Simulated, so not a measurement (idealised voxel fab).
Process module name: voxel transistor to metal
Section cut is 290 nm wide and gridded with 5 nm square cells.
How to read a cross-section here: the picture is a grid of square cells, written as bands going from the top down, and any band can span one or more rows of cells.
A band entry consists of two parts. The first gives the height of the band's top and the height of its bottom, in nm. The rest lists the band's materials from left to right, each with its width in nm. A single material labelled with the word "everywhere" fills the band from edge to edge, and the word "empty" marks empty space.
Height is counted from the level 0, under which the received wafer is composed throughout of one material. The lowest of the bands is not closed at the bottom but continues downward, in the notation "0 down".
Graded width ("30 to 40"): value in top row of band = first number; value in bottom row = second number; row-to-row change constant.
Given "nothing was modified" for a step, no cell of the cross-section differs between before and after that step.
So "Voids, enclosed" is basically the list of trapped voids: any empty space of 8 cells or more that can't reach the top through an opening. They're written width x height at distance, the distance being from the left edge, and it's all nm.
after a step's settings: what the simulator itself notes on the step
overlay nm: mask right of planned place by this much (step with mask). Neg. = left.
### The steps planned for the process are as follows
1,RECEIVE [material Si]
2,OXIDIZE [depth nm 5]
3,CONFORMAL_DEP [material SiN] [thk nm 10]
4,PATTERN [tone cover] [mask id ACTIVE] [material resist] [width nm 100] [pitch nm 125] [thk nm 20] [overlay nm 0]
5,DIRECTIONAL_ETCH [etch materials SiN] [depth nm 10]
6,DIRECTIONAL_ETCH [etch materials SiO2] [depth nm 5]
7,DIRECTIONAL_ETCH [etch materials Si] [depth nm 20]
8,STRIP [etch materials resist]
9,FILL_DEP [material SiO2] [thk nm 15]
10,CMP [height nm 10]
11,SELECTIVE_ETCH [etch materials SiO2] [depth nm 10]
12,STRIP [etch materials SiN]
13,SELECTIVE_ETCH [etch materials SiO2] [depth nm 5]
14,OXIDIZE [depth nm 5]
15,DIRECTIONAL_DEP [material polySi] [thk nm 25]
16,DIRECTIONAL_DEP [material SiCN] [thk nm 10]
17,DIRECTIONAL_DEP [material aC] [thk nm 15]
18,PATTERN [tone cover] [mask id GATE] [material resist] [width nm 20] [pitch nm 125] [thk nm 35] [overlay nm 0]
19,DIRECTIONAL_ETCH [etch materials aC] [depth nm 15]
20,STRIP [etch materials resist]
21,DIRECTIONAL_ETCH [etch materials SiCN] [depth nm 20]
22,DIRECTIONAL_ETCH [etch materials polySi] [depth nm 35]
23,STRIP [etch materials aC]
24,CONFORMAL_DEP [material SiN] [thk nm 10]
25,DIRECTIONAL_ETCH [etch materials SiN] [depth nm 10]
26,DIRECTIONAL_ETCH [etch materials SiO2] [depth nm 5]
27,EPI [material SiGe] [thk nm 5]
28,FILL_DEP [material SiO2] [thk nm 5]
29,CMP [height nm 30]
30,DIRECTIONAL_DEP [material SiO2] [thk nm 15]
31,PATTERN [tone open] [mask id CONTACT] [material resist] [width nm 25] [thk nm 15] [overlay nm 0]
32,DIRECTIONAL_ETCH [etch materials SiO2] [depth nm 50]
33,STRIP [etch materials resist]
34,CONFORMAL_DEP [material TiN] [thk nm 5]
35,FILL_DEP [material W] [thk nm 10]
36,CMP [height nm 45]
37,DIRECTIONAL_DEP [material TiN] [thk nm 5]
38,DIRECTIONAL_DEP [material W] [thk nm 20]
39,DIRECTIONAL_DEP [material aC] [thk nm 15]
40,PATTERN [tone cover] [mask id METAL_1] [material resist] [width nm 15] [thk nm 30] [overlay nm 0]
41,DIRECTIONAL_ETCH [etch materials aC] [depth nm 15]
42,STRIP [etch materials resist]
43,DIRECTIONAL_ETCH [etch materials W] [depth nm 20]
44,DIRECTIONAL_ETCH [etch materials TiN] [depth nm 5]
45,STRIP [etch materials aC]
46,CONFORMAL_DEP [material SiN] [thk nm 5]
47,FILL_DEP [material SiO2] [thk nm 5]
48,CMP [height nm 70]
49,CONFORMAL_DEP [material SiN] [thk nm 5]
Be aware that, although all wafers share a common starting state, the depth nm at step 26 differs among them, and the plan displays the first wafer's value.
### first wafer as received, after step 1
* 0 down  Si everywhere
* Voids, enclosed: none
### Here's the first of several wafers in cross-section, end of the module, after the last step, step 49
* 75 to 70  SiN everywhere
* 70 to 50  35 nm SiO2, then 5 nm SiN, then 15 nm W, then 5 nm SiN, then 40 nm SiO2, then 5 nm SiN, then 15 nm W, then 5 nm SiN, then 35 nm SiO2, then 5 nm SiN, then 15 nm W, then 5 nm SiN, then 40 nm SiO2, then 5 nm SiN, then 15 nm W, then 5 nm SiN, then 40 nm SiO2
* 50 to 45  40 nm SiN, then 15 nm TiN, then 50 nm SiN, then 15 nm TiN, then 45 nm SiN, then 15 nm TiN, then 50 nm SiN, then 15 nm TiN, then 45 nm SiN
* 45 to 35  40 nm SiO2, then 5 nm TiN, then 15 nm W, then 5 nm TiN, then 30 nm SiO2, then 5 nm TiN, then 15 nm W, then 5 nm TiN, then 45 nm SiO2, then 5 nm TiN, then 15 nm W, then 5 nm TiN, then 30 nm SiO2, then 5 nm TiN, then 15 nm W, then 5 nm TiN, then 45 nm SiO2
* 35 to 30  40 nm SiO2, then 5 nm TiN, then 10 nm W, then 10 nm TiN, then 30 nm SiO2, then 10 nm TiN, then 10 nm W, then 5 nm TiN, then 45 nm SiO2, then 5 nm TiN, then 10 nm W, then 10 nm TiN, then 30 nm SiO2, then 10 nm TiN, then 10 nm W, then 5 nm TiN, then 45 nm SiO2
* 30 to 20  40 nm SiO2, then 5 nm TiN, then 10 nm W, then 5 nm TiN, then 10 nm SiN, then 20 nm SiCN, then 10 nm SiN, then 5 nm TiN, then 10 nm W, then 5 nm TiN, then 45 nm SiO2, then 5 nm TiN, then 10 nm W, then 5 nm TiN, then 10 nm SiN, then 20 nm SiCN, then 10 nm SiN, then 5 nm TiN, then 10 nm W, then 5 nm TiN, then 45 nm SiO2
* 20 to 0  40 nm SiO2, then 5 nm TiN, then 10 nm W, then 5 nm TiN, then 10 nm SiN, then 20 nm polySi, then 10 nm SiN, then 5 nm TiN, then 10 nm W, then 5 nm TiN, then 45 nm SiO2, then 5 nm TiN, then 10 nm W, then 5 nm TiN, then 10 nm SiN, then 20 nm polySi, then 10 nm SiN, then 5 nm TiN, then 10 nm W, then 5 nm TiN, then 45 nm SiO2
* 0 to -5  40 nm SiO2, then 20 nm TiN, then 10 nm SiN, then 20 nm polySi, then 10 nm SiN, then 20 nm TiN, then 45 nm SiO2, then 20 nm TiN, then 10 nm SiN, then 20 nm polySi, then 10 nm SiN, then 20 nm TiN, then 45 nm SiO2
* -5 to -10  25 nm SiO2, then 35 nm SiGe, then 40 nm SiO2, then 35 nm SiGe, then 15 nm SiO2, then 35 nm SiGe, then 40 nm SiO2, then 35 nm SiGe, then 30 nm SiO2
* -10 to -25  30 nm SiO2, then 100 nm Si, then 25 nm SiO2, then 100 nm Si, then 35 nm SiO2
* -25 down  Si everywhere
* Voids, enclosed: none
### Wafer cross-section (last wafer, module end)
* 75 to 70  SiN everywhere
* 70 to 50  35 nm SiO2, then 5 nm SiN, then 15 nm W, then 5 nm SiN, then 40 nm SiO2, then 5 nm SiN, then 15 nm W, then 5 nm SiN, then 35 nm SiO2, then 5 nm SiN, then 15 nm W, then 5 nm SiN, then 40 nm SiO2, then 5 nm SiN, then 15 nm W, then 5 nm SiN, then 40 nm SiO2
* 50 to 45  40 nm SiN, then 15 nm TiN, then 50 nm SiN, then 15 nm TiN, then 45 nm SiN, then 15 nm TiN, then 50 nm SiN, then 15 nm TiN, then 45 nm SiN
* 45 to 35  40 nm SiO2, then 5 nm TiN, then 15 nm W, then 5 nm TiN, then 30 nm SiO2, then 5 nm TiN, then 15 nm W, then 5 nm TiN, then 45 nm SiO2, then 5 nm TiN, then 15 nm W, then 5 nm TiN, then 30 nm SiO2, then 5 nm TiN, then 15 nm W, then 5 nm TiN, then 45 nm SiO2
* 35 to 30  40 nm SiO2, then 5 nm TiN, then 10 nm W, then 10 nm TiN, then 30 nm SiO2, then 10 nm TiN, then 10 nm W, then 5 nm TiN, then 45 nm SiO2, then 5 nm TiN, then 10 nm W, then 10 nm TiN, then 30 nm SiO2, then 10 nm TiN, then 10 nm W, then 5 nm TiN, then 45 nm SiO2
* 30 to 20  40 nm SiO2, then 5 nm TiN, then 10 nm W, then 5 nm TiN, then 10 nm SiN, then 20 nm SiCN, then 10 nm SiN, then 5 nm TiN, then 10 nm W, then 5 nm TiN, then 45 nm SiO2, then 5 nm TiN, then 10 nm W, then 5 nm TiN, then 10 nm SiN, then 20 nm SiCN, then 10 nm SiN, then 5 nm TiN, then 10 nm W, then 5 nm TiN, then 45 nm SiO2
* 20 to 0  40 nm SiO2, then 5 nm TiN, then 10 nm W, then 5 nm TiN, then 10 nm SiN, then 20 nm polySi, then 10 nm SiN, then 5 nm TiN, then 10 nm W, then 5 nm TiN, then 45 nm SiO2, then 5 nm TiN, then 10 nm W, then 5 nm TiN, then 10 nm SiN, then 20 nm polySi, then 10 nm SiN, then 5 nm TiN, then 10 nm W, then 5 nm TiN, then 45 nm SiO2
* 0 to -5  40 nm SiO2, then 20 nm TiN, then 10 nm SiN, then 20 nm polySi, then 10 nm SiN, then 20 nm TiN, then 45 nm SiO2, then 20 nm TiN, then 10 nm SiN, then 20 nm polySi, then 10 nm SiN, then 20 nm TiN, then 45 nm SiO2
* -5 to -10  25 nm SiO2, then 35 nm SiGe, then 40 nm SiO2, then 35 nm SiGe, then 15 nm SiO2, then 35 nm SiGe, then 40 nm SiO2, then 35 nm SiGe, then 30 nm SiO2
* -10 to -20  25 nm SiO2, then 5 nm SiGe, then 100 nm Si, then 5 nm SiGe, then 15 nm SiO2, then 5 nm SiGe, then 100 nm Si, then 5 nm SiGe, then 30 nm SiO2
* -20 to -25  30 nm SiGe, then 100 nm Si, then 25 nm SiGe, then 100 nm Si, then 35 nm SiGe
* -25 down  Si everywhere
* Voids, enclosed: none
### Below is a per-wafer table. In it, each row describes the wafer at the end of the module by giving, for each material, the number of cells gained (+) or lost (-) since the wafer was received, and after that the closed voids of the wafer
depth nm 5, -170 Si, +16 SiCN, +28 SiGe, +192 SiN, +532 SiO2, +104 TiN, +128 W, +40 polySi, Voids, enclosed: none
depth nm 10, -170 Si, +16 SiCN, +32 SiGe, +192 SiN, +528 SiO2, +104 TiN, +128 W, +40 polySi, Voids, enclosed: none
depth nm 15, -170 Si, +16 SiCN, +36 SiGe, +192 SiN, +524 SiO2, +104 TiN, +128 W, +40 polySi, Voids, enclosed: none
depth nm 20, -170 Si, +16 SiCN, +54 SiGe, +192 SiN, +506 SiO2, +104 TiN, +128 W, +40 polySi, Voids, enclosed: none
